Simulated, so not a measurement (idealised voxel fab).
The process module that follows is named voxel self aligned contacts.
The figure presents cross-section cut, which has a width of 210 nm and is divided into square cells with an edge length of 5 nm.
Cross-section spec: square-cell grid; bands listed top down; each band is one or more rows. Basically the band line says how high the top is and how high the bottom is, in nm, and then what's in it from left to right, every material with its width in nm. Empty space shows up as "empty", and if a single material carries "edge to edge" it runs the full band edge to edge. The reference from which all heights are counted is 0, the level beneath which the as-received wafer is entirely one material; the lowest band, having no lower bound, proceeds downward and is written after the example "0 -> down". When a width is written as two numbers, as in "30->40", the first number is the width in the top row of cells of the band and the second is the width in its bottom row, and the width changes by the same amount from each row to the next. The designation "left unchanged", where it is given for a processing step, indicates that no cell of the cross-section was altered in the course of that step. Any empty space of 8 cells or more lacking an open way to the top shows up in "Voids, sealed" as width x height at distance, distance from the left edge, in nm. Read whatever lies past the settings on a step's line as the simulator's own remark about the step. What "overlay nm" on a step's line means: if the step has a mask, that mask lay this far to the right of its planned place, or, when the value is negative, to the left.
[The following list gives the planned process steps]
1 RECEIVE [material Si]
2 OXIDIZE [depth nm 5]
3 DIRECTIONAL_DEP [material polySi] [thk nm 25]
4 DIRECTIONAL_DEP [material SiN] [thk nm 20]
5 PATTERN [tone cover] [mask id GATE] [material resist] [width nm 30] [pitch nm 55] [thk nm 15] [overlay nm 0]
6 DIRECTIONAL_ETCH [etch materials SiN] [depth nm 20]
7 DIRECTIONAL_ETCH [etch materials polySi] [depth nm 25]
8 STRIP [etch materials resist]
9 CONFORMAL_DEP [material SiN] [thk nm 5]
10 DIRECTIONAL_ETCH [etch materials SiN] [depth nm 5]
11 FILL_DEP [material SiO2] [thk nm 15]
12 CMP [height nm 55]
13 PATTERN [tone open] [mask id CONTACT] [material resist] [width nm 35] [pitch nm 55] [thk nm 15] [overlay nm 0]
14 DIRECTIONAL_ETCH [etch materials SiO2] [depth nm 60]
15 STRIP [etch materials resist]
16 CONFORMAL_DEP [material TiN] [thk nm 5]
17 FILL_DEP [material W] [thk nm 10]
18 CMP [height nm 55]
19 CONFORMAL_DEP [material SiCN] [thk nm 5]
[Shown in cross-section is the wafer as received, that is, as it stands after step 1]
* 0 -> down: Si edge to edge
* Voids, sealed: none
[End state of the module in cross-section, given the above starting point and plan and one mistake in execution]
* 60 -> 55: SiCN edge to edge
* 55 -> 45: 60 SiO2  5->15 TiN  25->5 W  5->15 TiN  20 SiO2  5->15 TiN  25->5 W  5->15 TiN  60 SiO2
* 45 -> 25: 30 SiO2  40 SiN  5 TiN  5 W  5 TiN  40 SiN  5 TiN  5 W  5 TiN  40 SiN  30 SiO2
* 25 -> 5: 30 SiO2  5 SiN  30 polySi  5 SiN  5 TiN  5 W  5 TiN  5 SiN  30 polySi  5 SiN  5 TiN  5 W  5 TiN  5 SiN  30 polySi  5 SiN  30 SiO2
* 5 -> 0: 30 SiO2  5 SiN  30 polySi  5 SiN  15 TiN  5 SiN  30 polySi  5 SiN  15 TiN  5 SiN  30 polySi  5 SiN  30 SiO2
* 0 -> down: Si edge to edge
* Voids, sealed: none
The plan and the run diverged here: step 2 of the plan got skipped, so it never ran
